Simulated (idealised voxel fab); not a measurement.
This is a process module. Its name is voxel lift off.
cross-section cut | 180 nm wide | cells 5 nm
Notation: cross-section as square-cell grid; stated in bands, top first, going down; one or more cell rows per band. In this notation a band is specified by the heights of its top and bottom, in that order and in nm, after which its materials appear from left to right, each paired with its width in nm. The word "edge to edge" attached to a single material means that material fills the band from edge to edge; the word "air" stands for empty space. Counting heights begins at 0, where everything beneath is, in the wafer as received, one material. The lowest band has no bottom; it goes on downwards, as "z 0 and below" shows. Graded width ("30..40"): value in top row of band = first number; value in bottom row = second number; row-to-row change constant. No cell of the cross-section changed in a step that is given as "stayed the same". "Sealed voids" means: voids of 8 cells or more that are shut off from the top with no open way through. Written width x height at distance, distance from the left edge, in nm. Text after the settings on a step's line: the simulator's own remark on that step. Among the settings permitted on a step's line is "overlay nm"; applied to a step with a mask, it specifies the extent to which the mask lay to the right of its planned position, whereas a negative figure signifies a position to the left.

So here's the lineup of process steps we planned:
1: RECEIVE (material Si)
2: CONFORMAL_DEP (material Al2O3; thk nm 10)
3: PATTERN (tone open; mask id LINES; material resist; width nm 20; pitch nm 40; thk nm 20; overlay nm 0)
4: DIRECTIONAL_DEP (material Ru; thk nm 10)
5: STRIP (etch materials resist)
6: CONFORMAL_DEP (material SiN; thk nm 10)

Wafer, first of two, run as planned:

as received, after step 1:
	z 0 and below = Si edge to edge
	Sealed voids: none

Wafer section view after processing step 2:
	z 10 to 0 = Al2O3 edge to edge
	Rest of section, below 0: as before.

Wafer section view after processing step 3:
	z 30 to 10 = resist (20)  air (20)  resist (20)  air (20)  resist (20)  air (20)  resist (20)  air (20)  resist (20)
	Rest of section, below 10: as before.

Wafer section view after processing step 4:
	z 40 to 30 = Ru (20)  air (20)  Ru (20)  air (20)  Ru (20)  air (20)  Ru (20)  air (20)  Ru (20)
	z 30 to 20 = resist (20)  air (20)  resist (20)  air (20)  resist (20)  air (20)  resist (20)  air (20)  resist (20)
	z 20 to 10 = resist (20)  Ru (20)  resist (20)  Ru (20)  resist (20)  Ru (20)  resist (20)  Ru (20)  resist (20)
	Rest of section, below 10: as before.

Wafer section view after processing step 5:
	z 20 to 10 = air (20)  Ru (20)  air (20)  Ru (20)  air (20)  Ru (20)  air (20)  Ru (20)  air (20)
	Rest of section, below 10: as before.

Wafer section view after processing step 6:
	z 30 to 20 = air (10)  SiN (160)  air (10)
	z 20 to 10 = SiN (20)  Ru (20)  SiN (20)  Ru (20)  SiN (20)  Ru (20)  SiN (20)  Ru (20)  SiN (20)
	Rest of section, below 10: as before.

What follows concerns the second wafer, which started out like the first and was meant to follow the very same plan; one mistake crept in when it was run, but everything up to and including step 2 is the same as for the first wafer:

Second wafer, cross-section, planned end of step 3:
	z 30 to 10 = air (20)  resist (20)  air (20)  resist (20)  air (20)  resist (20)  air (20)  resist (20)  air (20)
	Rest of section, below 10: as before.

Second wafer, cross-section, planned end of step 4:
	z 40 to 30 = air (20)  Ru (20)  air (20)  Ru (20)  air (20)  Ru (20)  air (20)  Ru (20)  air (20)
	z 30 to 20 = air (20)  resist (20)  air (20)  resist (20)  air (20)  resist (20)  air (20)  resist (20)  air (20)
	z 20 to 10 = Ru (20)  resist (20)  Ru (20)  resist (20)  Ru (20)  resist (20)  Ru (20)  resist (20)  Ru (20)
	Rest of section, below 10: as before.

Second wafer, cross-section, planned end of step 5:
	z 20 to 10 = Ru (20)  air (20)  Ru (20)  air (20)  Ru (20)  air (20)  Ru (20)  air (20)  Ru (20)
	Rest of section, below 10: as before.

Second wafer, cross-section, planned end of step 6:
	z 30 to 20 = SiN edge to edge
	z 20 to 10 = Ru (20)  SiN (20)  Ru (20)  SiN (20)  Ru (20)  SiN (20)  Ru (20)  SiN (20)  Ru (20)
	Rest of section, below 10: as before.
What went wrong in running the wafer? step 3 went in with a setting other than planned; the actual run was PATTERN (tone cover; mask id LINES; material resist; width nm 20; pitch nm 40; thk nm 20; overlay nm 0)
Final comparison by cell count, materials where the second wafer has more or fewer than the first: Ru +8
